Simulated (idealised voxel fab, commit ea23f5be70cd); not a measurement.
Documented hereafter: the process module known as voxel capacitor over wiring.
FYI the section here is cut, 285 nm wide, cells are 5 nm squares.
Cross-section spec: square-cell grid; bands listed top down; each band is one or more rows.
This entry defines a band. It first specifies the height of the band's top and the height of its bottom in nm, and then specifies the band's materials from left to right, stating each material with its width in nm. The word "throughout" identifies a single material that fills the band from edge to edge, while the word "empty" identifies empty space.
All heights in this document are referenced to 0, defined as the level beneath which the wafer, as received, consists entirely of one material. The lowest band is not bounded below; it extends indefinitely downward and is written in the form "0 nm and below".
The notation "30..40" denotes a width that varies across the rows of cells in the band, beginning at the first number in the top row, finishing at the second number in the bottom row, and changing by an identical amount from each row to the next.
Take "no change" at face value: in the step it is given for, the cross-section changed in none of its cells.
"closed voids" contains a list of empty spaces, each no smaller than 8 cells and without an open way to the top, written in the form width x height at distance with the distance from the left edge and all three in nm.
Heads up: the bit after the settings on a step's line is the simulator's remark on that step.
overlay nm: for a step with a mask, the amount by which the mask lay right of where it was planned; a negative amount means left of it.

List of planned process steps:
| 1 | RECEIVE,material Si |
| 2 | CONFORMAL_DEP,material SiO2,thk nm 10 |
| 3 | CONFORMAL_DEP,material SiN,thk nm 5 |
| 4 | DIRECTIONAL_DEP,material SiO2,thk nm 20 |
| 5 | MASKED_ETCH,tone open,mask id METAL_1,width nm 30,pitch nm 90,etch materials SiO2,depth nm 20,overlay nm 0 |
| 6 | MASKED_ETCH,tone open,mask id METAL_1,width nm 30,pitch nm 90,etch materials SiN,depth nm 5,overlay nm 0 |
| 7 | CONFORMAL_DEP,material TiN,thk nm 5 |
| 8 | FILL_DEP,material W,thk nm 5 |
| 9 | CMP,height nm 35 |
| 10 | CONFORMAL_DEP,material SiCN,thk nm 5 |
| 11 | DIRECTIONAL_DEP,material SiO2,thk nm 15 |
| 12 | PATTERN,tone open,mask id PLUG_1,material resist,width nm 15,thk nm 15,overlay nm 0 |
| 13 | DIRECTIONAL_ETCH,etch materials SiO2,depth nm 15 |
| 14 | DIRECTIONAL_ETCH,etch materials SiCN,depth nm 5 |
| 15 | STRIP,etch materials resist |
| 16 | EPI,material Ru,thk nm 10 |
| 17 | EPI,material Ru,thk nm 10 |
| 18 | DIRECTIONAL_DEP,material TiN,thk nm 10 |
| 19 | DIRECTIONAL_DEP,material SiN,thk nm 5 |
| 20 | DIRECTIONAL_DEP,material TiN,thk nm 5 |
| 21 | DIRECTIONAL_DEP,material aC,thk nm 15 |
| 22 | PATTERN,tone cover,mask id UPPER_PLATE,material resist,width nm 65,thk nm 30,overlay nm 0 |
| 23 | DIRECTIONAL_ETCH,etch materials aC,depth nm 15 |
| 24 | STRIP,etch materials resist |
| 25 | DIRECTIONAL_ETCH,etch materials TiN,depth nm 5 |
| 26 | DIRECTIONAL_ETCH,etch materials SiN,depth nm 5 |
| 27 | STRIP,etch materials aC |
| 28 | DIRECTIONAL_DEP,material aC,thk nm 15 |
| 29 | PATTERN,tone cover,mask id LOWER_PLATE,material resist,width nm 75,thk nm 35,overlay nm 0 |
| 30 | DIRECTIONAL_ETCH,etch materials aC,depth nm 15 |
| 31 | STRIP,etch materials resist |
| 32 | DIRECTIONAL_ETCH,etch materials TiN,depth nm 10 |
| 33 | STRIP,etch materials aC |
| 34 | FILL_DEP,material SiO2,thk nm 15 |
| 35 | CMP,height nm 85 |
| 36 | DIRECTIONAL_DEP,material aC,thk nm 15 |
| 37 | PATTERN,tone open,mask id PLUG_2,material resist,width nm 15,thk nm 35,overlay nm 0 |
| 38 | DIRECTIONAL_ETCH,etch materials aC,depth nm 15 |
| 39 | STRIP,etch materials resist |
| 40 | DIRECTIONAL_ETCH,etch materials SiO2,depth nm 10 |
| 41 | STRIP,etch materials aC |
| 42 | CONFORMAL_DEP,material TiN,thk nm 5 |
| 43 | FILL_DEP,material Ru,thk nm 5 |
| 44 | CMP,height nm 85 |
| 45 | CONFORMAL_DEP,material SiN,thk nm 5 |

First wafer out of two, processed as planned:

Step 1 complete: cross-section of the wafer as received:
    0 nm and below | Si throughout
    closed voids: none

After step 2, in cross-section:
    10 nm to 0 nm | SiO2 throughout
    Note: structure below 0 unchanged.

After step 3, in cross-section:
    15 nm to 10 nm | SiN throughout
    Note: structure below 10 unchanged.

After step 4, in cross-section:
    35 nm to 15 nm | SiO2 throughout
    Note: structure below 15 unchanged.

After step 5, in cross-section:
    35 nm to 15 nm | SiO2 80 nm | empty 30 nm | SiO2 60 nm | empty 30 nm | SiO2 85 nm
    Note: structure below 15 unchanged.

After step 6, in cross-section:
    35 nm to 15 nm | SiO2 80 nm | empty 30 nm | SiO2 60 nm | empty 30 nm | SiO2 85 nm
    15 nm to 10 nm | SiN 80 nm | empty 30 nm | SiN 60 nm | empty 30 nm | SiN 85 nm
    Note: structure below 10 unchanged.

After step 7, in cross-section:
    40 nm to 35 nm | TiN 85 nm | empty 20 nm | TiN 70 nm | empty 20 nm | TiN 90 nm
    35 nm to 15 nm | SiO2 80 nm | TiN 5 nm | empty 20 nm | TiN 5 nm | SiO2 60 nm | TiN 5 nm | empty 20 nm | TiN 5 nm | SiO2 85 nm
    15 nm to 10 nm | SiN 80 nm | TiN 30 nm | SiN 60 nm | TiN 30 nm | SiN 85 nm
    Note: structure below 10 unchanged.

After step 8, in cross-section:
    45 nm to 40 nm | W throughout
    40 nm to 35 nm | TiN 85 nm | W 20 nm | TiN 70 nm | W 20 nm | TiN 90 nm
    35 nm to 15 nm | SiO2 80 nm | TiN 5 nm | W 20 nm | TiN 5 nm | SiO2 60 nm | TiN 5 nm | W 20 nm | TiN 5 nm | SiO2 85 nm
    Note: structure below 15 unchanged.

After step 9, in cross-section:
    35 nm to 15 nm | SiO2 80 nm | TiN 5 nm | W 20 nm | TiN 5 nm | SiO2 60 nm | TiN 5 nm | W 20 nm | TiN 5 nm | SiO2 85 nm
    Note: structure below 15 unchanged.

After step 10, in cross-section:
    40 nm to 35 nm | SiCN throughout
    Note: structure below 35 unchanged.

After step 11, in cross-section:
    55 nm to 40 nm | SiO2 throughout
    Note: structure below 40 unchanged.

After step 12, in cross-section:
    70 nm to 55 nm | resist 95 nm | empty 15 nm | resist 175 nm
    Note: structure below 55 unchanged.

After step 13, in cross-section:
    70 nm to 55 nm | resist 95 nm | empty 15 nm | resist 175 nm
    55 nm to 40 nm | SiO2 95 nm | empty 15 nm | SiO2 175 nm
    Note: structure below 40 unchanged.

After step 14, in cross-section:
    70 nm to 55 nm | resist 95 nm | empty 15 nm | resist 175 nm
    55 nm to 40 nm | SiO2 95 nm | empty 15 nm | SiO2 175 nm
    40 nm to 35 nm | SiCN 95 nm | empty 15 nm | SiCN 175 nm
    Note: structure below 35 unchanged.

After step 15, in cross-section:
    55 nm to 40 nm | SiO2 95 nm | empty 15 nm | SiO2 175 nm
    Note: structure below 40 unchanged.

After step 16, in cross-section:
    55 nm to 45 nm | SiO2 95 nm | empty 15 nm | SiO2 175 nm
    45 nm to 40 nm | SiO2 95 nm | Ru 15 nm | SiO2 175 nm
    40 nm to 35 nm | SiCN 95 nm | Ru 15 nm | SiCN 175 nm
    Note: structure below 35 unchanged.

After step 17, in cross-section:
    55 nm to 40 nm | SiO2 95 nm | Ru 15 nm | SiO2 175 nm
    Note: structure below 40 unchanged.

After step 18, in cross-section:
    65 nm to 55 nm | TiN throughout
    Note: structure below 55 unchanged.

After step 19, in cross-section:
    70 nm to 65 nm | SiN throughout
    Note: structure below 65 unchanged.

After step 20, in cross-section:
    75 nm to 70 nm | TiN throughout
    Note: structure below 70 unchanged.

After step 21, in cross-section:
    90 nm to 75 nm | aC throughout
    Note: structure below 75 unchanged.

After step 22, in cross-section:
    120 nm to 90 nm | empty 95 nm | resist 65 nm | empty 125 nm
    Note: structure below 90 unchanged.

After step 23, in cross-section:
    105 nm to 90 nm | empty 95 nm | resist 65 nm | empty 125 nm
    90 nm to 75 nm | empty 95 nm | aC 65 nm | empty 125 nm
    Note: structure below 75 unchanged.

After step 24, in cross-section:
    90 nm to 75 nm | empty 95 nm | aC 65 nm | empty 125 nm
    Note: structure below 75 unchanged.

After step 25, in cross-section:
    90 nm to 75 nm | empty 95 nm | aC 65 nm | empty 125 nm
    75 nm to 70 nm | empty 95 nm | TiN 65 nm | empty 125 nm
    Note: structure below 70 unchanged.

After step 26, in cross-section:
    90 nm to 75 nm | empty 95 nm | aC 65 nm | empty 125 nm
    75 nm to 70 nm | empty 95 nm | TiN 65 nm | empty 125 nm
    70 nm to 65 nm | empty 95 nm | SiN 65 nm | empty 125 nm
    Note: structure below 65 unchanged.

After step 27, in cross-section:
    75 nm to 70 nm | empty 95 nm | TiN 65 nm | empty 125 nm
    Note: structure below 70 unchanged.

After step 28, in cross-section:
    90 nm to 80 nm | empty 95 nm | aC 65 nm | empty 125 nm
    80 nm to 75 nm | aC throughout
    75 nm to 70 nm | aC 95 nm | TiN 65 nm | aC 125 nm
    70 nm to 65 nm | aC 95 nm | SiN 65 nm | aC 125 nm
    Note: structure below 65 unchanged.

After step 29, in cross-section:
    125 nm to 90 nm | empty 90 nm | resist 75 nm | empty 120 nm
    90 nm to 80 nm | empty 90 nm | resist 5 nm | aC 65 nm | resist 5 nm | empty 120 nm
    Note: structure below 80 unchanged.

After step 30, in cross-section:
    110 nm to 90 nm | empty 90 nm | resist 75 nm | empty 120 nm
    90 nm to 80 nm | empty 90 nm | resist 5 nm | aC 65 nm | resist 5 nm | empty 120 nm
    80 nm to 75 nm | empty 90 nm | aC 75 nm | empty 120 nm
    75 nm to 70 nm | empty 90 nm | aC 5 nm | TiN 65 nm | aC 5 nm | empty 120 nm
    70 nm to 65 nm | empty 90 nm | aC 5 nm | SiN 65 nm | aC 5 nm | empty 120 nm
    Note: structure below 65 unchanged.

After step 31, in cross-section:
    90 nm to 80 nm | empty 95 nm | aC 65 nm | empty 125 nm
    Note: structure below 80 unchanged.

After step 32, in cross-section:
    90 nm to 80 nm | empty 95 nm | aC 65 nm | empty 125 nm
    80 nm to 75 nm | empty 90 nm | aC 75 nm | empty 120 nm
    75 nm to 70 nm | empty 90 nm | aC 5 nm | TiN 65 nm | aC 5 nm | empty 120 nm
    70 nm to 65 nm | empty 90 nm | aC 5 nm | SiN 65 nm | aC 5 nm | empty 120 nm
    65 nm to 55 nm | empty 90 nm | TiN 75 nm | empty 120 nm
    Note: structure below 55 unchanged.

After step 33, in cross-section:
    75 nm to 70 nm | empty 95 nm | TiN 65 nm | empty 125 nm
    70 nm to 65 nm | empty 95 nm | SiN 65 nm | empty 125 nm
    Note: structure below 65 unchanged.

After step 34, in cross-section:
    90 nm to 75 nm | SiO2 throughout
    75 nm to 70 nm | SiO2 95 nm | TiN 65 nm | SiO2 125 nm
    70 nm to 65 nm | SiO2 95 nm | SiN 65 nm | SiO2 125 nm
    65 nm to 55 nm | SiO2 90 nm | TiN 75 nm | SiO2 120 nm
    Note: structure below 55 unchanged.

After step 35, in cross-section:
    85 nm to 75 nm | SiO2 throughout
    Note: structure below 75 unchanged.

After step 36, in cross-section:
    100 nm to 85 nm | aC throughout
    Note: structure below 85 unchanged.

After step 37, in cross-section:
    135 nm to 100 nm | resist 105 nm | empty 15 nm | resist 165 nm
    Note: structure below 100 unchanged.

After step 38, in cross-section:
    120 nm to 100 nm | resist 105 nm | empty 15 nm | resist 165 nm
    100 nm to 85 nm | aC 105 nm | empty 15 nm | aC 165 nm
    Note: structure below 85 unchanged.

After step 39, in cross-section:
    100 nm to 85 nm | aC 105 nm | empty 15 nm | aC 165 nm
    Note: structure below 85 unchanged.

After step 40, in cross-section:
    100 nm to 85 nm | aC 105 nm | empty 15 nm | aC 165 nm
    85 nm to 75 nm | SiO2 105 nm | empty 15 nm | SiO2 165 nm
    Note: structure below 75 unchanged.

After step 41, in cross-section:
    85 nm to 75 nm | SiO2 105 nm | empty 15 nm | SiO2 165 nm
    Note: structure below 75 unchanged.

After step 42, in cross-section:
    90 nm to 85 nm | TiN 110 nm | empty 5 nm | TiN 170 nm
    85 nm to 80 nm | SiO2 105 nm | TiN 5 nm | empty 5 nm | TiN 5 nm | SiO2 165 nm
    80 nm to 70 nm | SiO2 105..95 nm | TiN 15..65 nm | SiO2 165..125 nm
    Note: structure below 70 unchanged.

After step 43, in cross-section:
    95 nm to 90 nm | Ru throughout
    90 nm to 85 nm | TiN 110 nm | Ru 5 nm | TiN 170 nm
    85 nm to 80 nm | SiO2 105 nm | TiN 5 nm | Ru 5 nm | TiN 5 nm | SiO2 165 nm
    Note: structure below 80 unchanged.

After step 44, in cross-section:
    85 nm to 80 nm | SiO2 105 nm | TiN 5 nm | Ru 5 nm | TiN 5 nm | SiO2 165 nm
    Note: structure below 80 unchanged.

After step 45, in cross-section:
    90 nm to 85 nm | SiN throughout
    Note: structure below 85 unchanged.

Second wafer, same starting conditions and recipe as the first, one mistake in executing it, nothing differs from the first up to and including step 9:

Cross-section of the second wafer when, according to plan, step 10 should have finished:
    50 nm to 35 nm | SiO2 throughout
    Note: structure below 35 unchanged.

Cross-section of the second wafer when, according to plan, step 11 should have finished:
    55 nm to 50 nm | SiCN throughout
    Note: structure below 50 unchanged.

Cross-section of the second wafer when, according to plan, step 12 should have finished:
    70 nm to 55 nm | resist 95 nm | empty 15 nm | resist 175 nm
    Note: structure below 55 unchanged.

Cross-section of the second wafer when, according to plan, step 13 should have finished: no change

Cross-section of the second wafer when, according to plan, step 14 should have finished:
    70 nm to 55 nm | resist 95 nm | empty 15 nm | resist 175 nm
    55 nm to 50 nm | SiCN 95 nm | empty 15 nm | SiCN 175 nm
    Note: structure below 50 unchanged.

Cross-section of the second wafer when, according to plan, step 15 should have finished:
    55 nm to 50 nm | SiCN 95 nm | empty 15 nm | SiCN 175 nm
    Note: structure below 50 unchanged.

Cross-section of the second wafer when, according to plan, step 16 should have finished: no change

Cross-section of the second wafer when, according to plan, step 17 should have finished: no change

Cross-section of the second wafer when, according to plan, step 18 should have finished:
    65 nm to 60 nm | TiN 95 nm | empty 15 nm | TiN 175 nm
    60 nm to 55 nm | TiN throughout
    55 nm to 50 nm | SiCN 95 nm | TiN 15 nm | SiCN 175 nm
    Note: structure below 50 unchanged.

Cross-section of the second wafer when, according to plan, step 19 should have finished:
    70 nm to 65 nm | SiN 95 nm | empty 15 nm | SiN 175 nm
    65 nm to 60 nm | TiN 95 nm | SiN 15 nm | TiN 175 nm
    Note: structure below 60 unchanged.

Cross-section of the second wafer when, according to plan, step 20 should have finished:
    75 nm to 70 nm | TiN 95 nm | empty 15 nm | TiN 175 nm
    70 nm to 65 nm | SiN 95 nm | TiN 15 nm | SiN 175 nm
    Note: structure below 65 unchanged.

Cross-section of the second wafer when, according to plan, step 21 should have finished:
    90 nm to 85 nm | aC 95 nm | empty 15 nm | aC 175 nm
    85 nm to 75 nm | aC throughout
    75 nm to 70 nm | TiN 95 nm | aC 15 nm | TiN 175 nm
    Note: structure below 70 unchanged.

Cross-section of the second wafer when, according to plan, step 22 should have finished:
    120 nm to 90 nm | empty 95 nm | resist 65 nm | empty 125 nm
    90 nm to 85 nm | aC 95 nm | resist 15 nm | aC 175 nm
    Note: structure below 85 unchanged.

Cross-section of the second wafer when, according to plan, step 23 should have finished:
    105 nm to 90 nm | empty 95 nm | resist 65 nm | empty 125 nm
    90 nm to 85 nm | empty 95 nm | resist 15 nm | aC 50 nm | empty 125 nm
    85 nm to 75 nm | empty 95 nm | aC 65 nm | empty 125 nm
    Note: structure below 75 unchanged.

Cross-section of the second wafer when, according to plan, step 24 should have finished:
    90 nm to 85 nm | empty 110 nm | aC 50 nm | empty 125 nm
    Note: structure below 85 unchanged.

Cross-section of the second wafer when, according to plan, step 25 should have finished:
    90 nm to 85 nm | empty 110 nm | aC 50 nm | empty 125 nm
    85 nm to 75 nm | empty 95 nm | aC 65 nm | empty 125 nm
    75 nm to 70 nm | empty 95 nm | aC 15 nm | TiN 50 nm | empty 125 nm
    Note: structure below 70 unchanged.

Cross-section of the second wafer when, according to plan, step 26 should have finished:
    90 nm to 85 nm | empty 110 nm | aC 50 nm | empty 125 nm
    85 nm to 75 nm | empty 95 nm | aC 65 nm | empty 125 nm
    75 nm to 70 nm | empty 95 nm | aC 15 nm | TiN 50 nm | empty 125 nm
    70 nm to 65 nm | empty 95 nm | TiN 15 nm | SiN 50 nm | empty 125 nm
    Note: structure below 65 unchanged.

Cross-section of the second wafer when, according to plan, step 27 should have finished:
    75 nm to 70 nm | empty 110 nm | TiN 50 nm | empty 125 nm
    Note: structure below 70 unchanged.

Cross-section of the second wafer when, according to plan, step 28 should have finished:
    90 nm to 80 nm | empty 110..95 nm | aC 50..65 nm | empty 125 nm
    80 nm to 75 nm | aC throughout
    75 nm to 70 nm | aC 110 nm | TiN 50 nm | aC 125 nm
    70 nm to 65 nm | aC 95 nm | TiN 15 nm | SiN 50 nm | aC 125 nm
    Note: structure below 65 unchanged.

Cross-section of the second wafer when, according to plan, step 29 should have finished:
    125 nm to 90 nm | empty 90 nm | resist 75 nm | empty 120 nm
    90 nm to 80 nm | empty 90 nm | resist 20..5 nm | aC 50..65 nm | resist 5 nm | empty 120 nm
    Note: structure below 80 unchanged.

Cross-section of the second wafer when, according to plan, step 30 should have finished:
    110 nm to 90 nm | empty 90 nm | resist 75 nm | empty 120 nm
    90 nm to 80 nm | empty 90 nm | resist 20..5 nm | aC 50..65 nm | resist 5 nm | empty 120 nm
    80 nm to 75 nm | empty 90 nm | aC 75 nm | empty 120 nm
    75 nm to 70 nm | empty 90 nm | aC 20 nm | TiN 50 nm | aC 5 nm | empty 120 nm
    70 nm to 65 nm | empty 90 nm | aC 5 nm | TiN 15 nm | SiN 50 nm | aC 5 nm | empty 120 nm
    Note: structure below 65 unchanged.

Cross-section of the second wafer when, according to plan, step 31 should have finished:
    90 nm to 80 nm | empty 110..95 nm | aC 50..65 nm | empty 125 nm
    Note: structure below 80 unchanged.

Cross-section of the second wafer when, according to plan, step 32 should have finished:
    90 nm to 80 nm | empty 110..95 nm | aC 50..65 nm | empty 125 nm
    80 nm to 75 nm | empty 90 nm | aC 75 nm | empty 120 nm
    75 nm to 70 nm | empty 90 nm | aC 20 nm | TiN 50 nm | aC 5 nm | empty 120 nm
    70 nm to 65 nm | empty 90 nm | aC 5 nm | TiN 15 nm | SiN 50 nm | aC 5 nm | empty 120 nm
    65 nm to 60 nm | empty 90 nm | TiN 5 nm | SiN 15 nm | TiN 55 nm | empty 120 nm
    60 nm to 55 nm | empty 90 nm | TiN 75 nm | empty 120 nm
    Note: structure below 55 unchanged.

Cross-section of the second wafer when, according to plan, step 33 should have finished:
    75 nm to 70 nm | empty 110 nm | TiN 50 nm | empty 125 nm
    70 nm to 65 nm | empty 95 nm | TiN 15 nm | SiN 50 nm | empty 125 nm
    Note: structure below 65 unchanged.

Cross-section of the second wafer when, according to plan, step 34 should have finished:
    90 nm to 75 nm | SiO2 throughout
    75 nm to 70 nm | SiO2 110 nm | TiN 50 nm | SiO2 125 nm
    70 nm to 65 nm | SiO2 95 nm | TiN 15 nm | SiN 50 nm | SiO2 125 nm
    65 nm to 60 nm | SiO2 90 nm | TiN 5 nm | SiN 15 nm | TiN 55 nm | SiO2 120 nm
    60 nm to 55 nm | SiO2 90 nm | TiN 75 nm | SiO2 120 nm
    Note: structure below 55 unchanged.

Cross-section of the second wafer when, according to plan, step 35 should have finished:
    85 nm to 75 nm | SiO2 throughout
    Note: structure below 75 unchanged.

Cross-section of the second wafer when, according to plan, step 36 should have finished:
    100 nm to 85 nm | aC throughout
    Note: structure below 85 unchanged.

Cross-section of the second wafer when, according to plan, step 37 should have finished:
    135 nm to 100 nm | resist 105 nm | empty 15 nm | resist 165 nm
    Note: structure below 100 unchanged.

Cross-section of the second wafer when, according to plan, step 38 should have finished:
    120 nm to 100 nm | resist 105 nm | empty 15 nm | resist 165 nm
    100 nm to 85 nm | aC 105 nm | empty 15 nm | aC 165 nm
    Note: structure below 85 unchanged.

Cross-section of the second wafer when, according to plan, step 39 should have finished:
    100 nm to 85 nm | aC 105 nm | empty 15 nm | aC 165 nm
    Note: structure below 85 unchanged.

Cross-section of the second wafer when, according to plan, step 40 should have finished:
    100 nm to 85 nm | aC 105 nm | empty 15 nm | aC 165 nm
    85 nm to 75 nm | SiO2 105 nm | empty 15 nm | SiO2 165 nm
    Note: structure below 75 unchanged.

Cross-section of the second wafer when, according to plan, step 41 should have finished:
    85 nm to 75 nm | SiO2 105 nm | empty 15 nm | SiO2 165 nm
    Note: structure below 75 unchanged.

Cross-section of the second wafer when, according to plan, step 42 should have finished:
    90 nm to 85 nm | TiN 110 nm | empty 5 nm | TiN 170 nm
    85 nm to 80 nm | SiO2 105 nm | TiN 5 nm | empty 5 nm | TiN 5 nm | SiO2 165 nm
    80 nm to 70 nm | SiO2 105..110 nm | TiN 15..50 nm | SiO2 165..125 nm
    Note: structure below 70 unchanged.

Cross-section of the second wafer when, according to plan, step 43 should have finished:
    95 nm to 90 nm | Ru throughout
    90 nm to 85 nm | TiN 110 nm | Ru 5 nm | TiN 170 nm
    85 nm to 80 nm | SiO2 105 nm | TiN 5 nm | Ru 5 nm | TiN 5 nm | SiO2 165 nm
    Note: structure below 80 unchanged.

Cross-section of the second wafer when, according to plan, step 44 should have finished:
    85 nm to 80 nm | SiO2 105 nm | TiN 5 nm | Ru 5 nm | TiN 5 nm | SiO2 165 nm
    Note: structure below 80 unchanged.

Cross-section of the second wafer when, according to plan, step 45 should have finished:
    90 nm to 85 nm | SiN throughout
    Note: structure below 85 unchanged.
So what did we get wrong on this run? order of steps 10 and 11 inverted relative to the plan
Per the end-of-run cell counts, the second wafer holds more or fewer of some materials than the first: -12 Ru | +12 SiO2
